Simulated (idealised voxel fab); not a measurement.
You're looking at the process module voxel released beams.
For reference, the cross-section in this document is cut, with width 250 nm and square cells of 5 nm.
For the purposes of this document, a cross-section shall be understood as a grid of square cells, specified as bands listed in top-to-bottom order, each band consisting of one or more rows of cells.
Within each band entry, the heights of the top and of the bottom of the band appear first, in that order and in nm; the materials of the band then follow from left to right, each with its corresponding width in nm. The designation "throughout" on a single material indicates that it fills the band from edge to edge; the designation "blank" indicates empty space.
Heights are reckoned from 0. Under this level, the received wafer is all of one material. The bottommost band is open-ended downward, for example "0..down".
Width spec "30 to 40" -> top row of cells at first value, bottom row at second value, equal per-row change in between.
Where a step carries "no alteration", the cross-section came out of it unchanged, cell for cell.
Each empty space that has no open way to the top and spans at least 8 cells appears under "Fully enclosed voids" as width x height at distance, the distance counted from the left edge, all in nm.
The remark found on a step's line after its settings is issued by the simulator itself and pertains to that step.
"overlay nm" denotes, for a step that has a mask, the displacement of the mask to the right of its planned place, with negative values corresponding to the left.
**The planned process steps are enumerated hereunder**
1,RECEIVE [material Si]
2,CONFORMAL_DEP [material SiN] [thk nm 10]
3,DIRECTIONAL_DEP [material SiO2] [thk nm 10]
4,PATTERN [tone open] [mask id ANCHOR] [material resist] [width nm 25] [thk nm 15] [overlay nm 0]
5,DIRECTIONAL_ETCH [etch materials SiO2] [depth nm 10]
6,STRIP [etch materials resist]
7,CONFORMAL_DEP [material polySi] [thk nm 10]
8,PATTERN [tone cover] [mask id BEAM] [material resist] [width nm 100] [thk nm 20] [overlay nm 0]
9,DIRECTIONAL_ETCH [etch materials polySi] [depth nm 10]
10,STRIP [etch materials resist]
11,STRIP [etch materials SiO2]
**Cross-section of the wafer upon arrival, representing the state reached after step 1**
0..down  Si throughout
Fully enclosed voids: none
**Cross-section: first of two wafers, module finished, run according to plan**
30..20  blank 70; polySi 15; blank 5; polySi 80; blank 80
20..10  blank 75; polySi 25; blank 150
10..0  SiN throughout
0..down  Si throughout
Fully enclosed voids: none
**second wafer at the end: like start, like plan, one mistake**
30..20  blank 70; polySi 15; blank 5; polySi 80; blank 80
20..10  blank 75; polySi 25; blank 150
10..0  polySi throughout
0..down  Si throughout
Fully enclosed voids: none
Where did the run depart from the plan? it should be noted that step 2 was executed with settings other than those planned, the operation and settings actually applied being CONFORMAL_DEP [material polySi] [thk nm 10]
The second wafer ends with more or fewer cells of some materials than the first, per final count: SiN: 100 fewer; polySi: 100 more
